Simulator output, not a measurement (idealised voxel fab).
Process module, titled voxel wiring stack
Square cells of 5 nm make up the cross-section cut, whose width is 145 nm.
Throughout this document, each cross-section is represented as a grid of square cells and is presented as a sequence of bands enumerated from the top downward, where a band comprises one or more rows of cells.
Band: top height; bottom height; in nm. Then, left to right: material with width in nm, for each material. "throughout": a single material spanning edge to edge. "air": empty space.
Below 0: as-received wafer, all one material; heights counted from there. Lowest band: no bottom, goes on down, written "z 0 and below".
It should be noted that a width expressed as "30..40" varies in equal increments from row to row of cells within the band, taking the value of the first number at the top row and that of the second number at the bottom row.
"everything unchanged", as given for a step, is the statement that not any cell of the cross-section underwent a change during that step.
Enclosed voids (no open way to top), threshold 8 cells or more, entry "Closed cavity list", notation width x height at distance, distance from left edge, nm.
On a step's line, text after the settings is the simulator commenting on that step.
"overlay nm" on a masked step: distance the mask lay right of its planned place, negative for left.
Planned step list for the process
1 RECEIVE, material Si
2 CONFORMAL_DEP, material SiO2, thk nm 10
3 DIRECTIONAL_DEP, material TiN, thk nm 5
4 DIRECTIONAL_DEP, material W, thk nm 15
5 DIRECTIONAL_DEP, material aC, thk nm 15
6 PATTERN, tone cover, mask id METAL_1, material resist, width nm 25, pitch nm 55, thk nm 30, overlay nm 0
7 DIRECTIONAL_ETCH, etch materials aC, depth nm 15
8 STRIP, etch materials resist
9 DIRECTIONAL_ETCH, etch materials W, depth nm 15
10 DIRECTIONAL_ETCH, etch materials TiN, depth nm 5
11 STRIP, etch materials aC
12 CONFORMAL_DEP, material SiCN, thk nm 5
13 FILL_DEP, material SiO2, thk nm 5
14 CMP, height nm 30
15 CONFORMAL_DEP, material SiCN, thk nm 5
16 DIRECTIONAL_DEP, material SiO2, thk nm 35
17 MASKED_ETCH, tone open, mask id METAL_2_HOLES, width nm 15, etch materials SiO2, depth nm 35, overlay nm 0
18 PATTERN, tone open, mask id METAL_2, material resist, width nm 15, pitch nm 55, thk nm 20, overlay nm 0
19 DIRECTIONAL_ETCH, etch materials SiO2, depth nm 20
20 DIRECTIONAL_ETCH, etch materials SiCN, depth nm 5
21 STRIP, etch materials resist
22 CONFORMAL_DEP, material TiN, thk nm 5
23 FILL_DEP, material Ru, thk nm 10
24 CMP, height nm 70
25 CONFORMAL_DEP, material SiCN, thk nm 5
26 DIRECTIONAL_DEP, material SiO2, thk nm 20
27 DIRECTIONAL_DEP, material aC, thk nm 10
28 PATTERN, tone open, mask id PLUG_2, material resist, width nm 15, thk nm 25, overlay nm 0
29 DIRECTIONAL_ETCH, etch materials aC, depth nm 10
30 STRIP, etch materials resist
31 DIRECTIONAL_ETCH, etch materials SiO2, depth nm 20
32 DIRECTIONAL_ETCH, etch materials SiCN, depth nm 5
33 STRIP, etch materials aC
34 EPI, material Ru, thk nm 10
35 EPI, material Ru, thk nm 10
36 EPI, material Ru, thk nm 5
37 DIRECTIONAL_DEP, material TiN, thk nm 5
38 DIRECTIONAL_DEP, material Ru, thk nm 15
39 PATTERN, tone cover, mask id METAL_3, material resist, width nm 25, pitch nm 55, thk nm 15, overlay nm 0
40 DIRECTIONAL_ETCH, etch materials Ru, depth nm 15
41 DIRECTIONAL_ETCH, etch materials TiN, depth nm 5
42 STRIP, etch materials resist
43 FILL_DEP, material SiO2, thk nm 10
44 CMP, height nm 115
45 CONFORMAL_DEP, material SiN, thk nm 5
The wafers are alike at the start. At step 18, their width nm differs. The plan lists the first wafer's value.
The as-received cross-section of the first of several wafers corresponds to the state after step 1
- z 0 and below | Si throughout
- Closed cavity list: none
Every row in this table is a wafer at the end of the module, and it gives, for each of the materials, the cells that wafer has gained (+) or lost (-) since it was received, then its closed voids
width nm 15, +57 Ru, +84 SiCN, +29 SiN, +449 SiO2, +47 TiN, +30 W, Closed cavity list: none
width nm 20, +63 Ru, +84 SiCN, +29 SiN, +441 SiO2, +49 TiN, +30 W, Closed cavity list: none
width nm 25, +67 Ru, +83 SiCN, +29 SiN, +437 SiO2, +50 TiN, +30 W, Closed cavity list: none
width nm 30, +73 Ru, +83 SiCN, +29 SiN, +429 SiO2, +52 TiN, +30 W, Closed cavity list: none
width nm 35, +79 Ru, +83 SiCN, +29 SiN, +421 SiO2, +54 TiN, +30 W, Closed cavity list: none
width nm 40, +85 Ru, +83 SiCN, +29 SiN, +413 SiO2, +56 TiN, +30 W, Closed cavity list: none
